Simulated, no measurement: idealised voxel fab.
Process module heading - voxel lift off
Each square cell in cross-section cut measures 5 nm, and the section as a whole is 260 nm wide.
Each cross-section below is a grid of square cells, stated as bands in top-down order, with one or more rows of cells making up each band. First you get the band's top height and its bottom height, in nm, and then the materials it's made of, left to right, with each width in nm. If you see a single material with "all across", that one covers the band edge to edge. "blank" is empty space. Height reference: 0 = level under which incoming wafer is all one material. Lowest band: no bottom, runs on downward, e.g. "0 and below". You'd read "30->40" like this: the band's top row of cells is as wide as the first number, its bottom row is as wide as the second, and going down, every row changes width by the same amount as the row before did. Step note "nothing different" = no cross-section cell changed. "Closed void roster": empty spaces of 8 cells or more with no open way to the top, each given as width x height at distance, distance from the left edge, all in nm. The remark found on a step's line after its settings is issued by the simulator itself and pertains to that step. When a step includes a mask, the "overlay nm" setting on its line states how far to the right of its planned place that mask lay, and negative values state how far to the left.

Listed below are the process steps as planned
1,RECEIVE | material Si
2,CONFORMAL_DEP | material SiO2 | thk nm 5
3,PATTERN | tone open | mask id LINES | material resist | width nm 25 | pitch nm 45 | thk nm 20 | overlay nm 0
4,DIRECTIONAL_DEP | material Ru | thk nm 10
5,STRIP | etch materials resist
6,CONFORMAL_DEP | material SiCN | thk nm 10

Wafer as received: cross-section following step 1
> 0 and below = Si all across
> Closed void roster: none

Post-module cross-section: identical start and plan to those above, one misstep in execution
> 25 down to 15 = blank 65, SiCN 35, blank 10, SiCN 35, blank 10, SiCN 35, blank 70
> 15 down to 5 = SiCN 75, Ru 15, SiCN 30, Ru 15, SiCN 30, Ru 15, SiCN 80
> 5 down to 0 = SiO2 all across
> 0 and below = Si all across
> Closed void roster: none
Finding, execution versus plan: step 3 off recipe, ran as PATTERN | tone open | mask id LINES | material resist | width nm 15 | pitch nm 45 | thk nm 20 | overlay nm 0
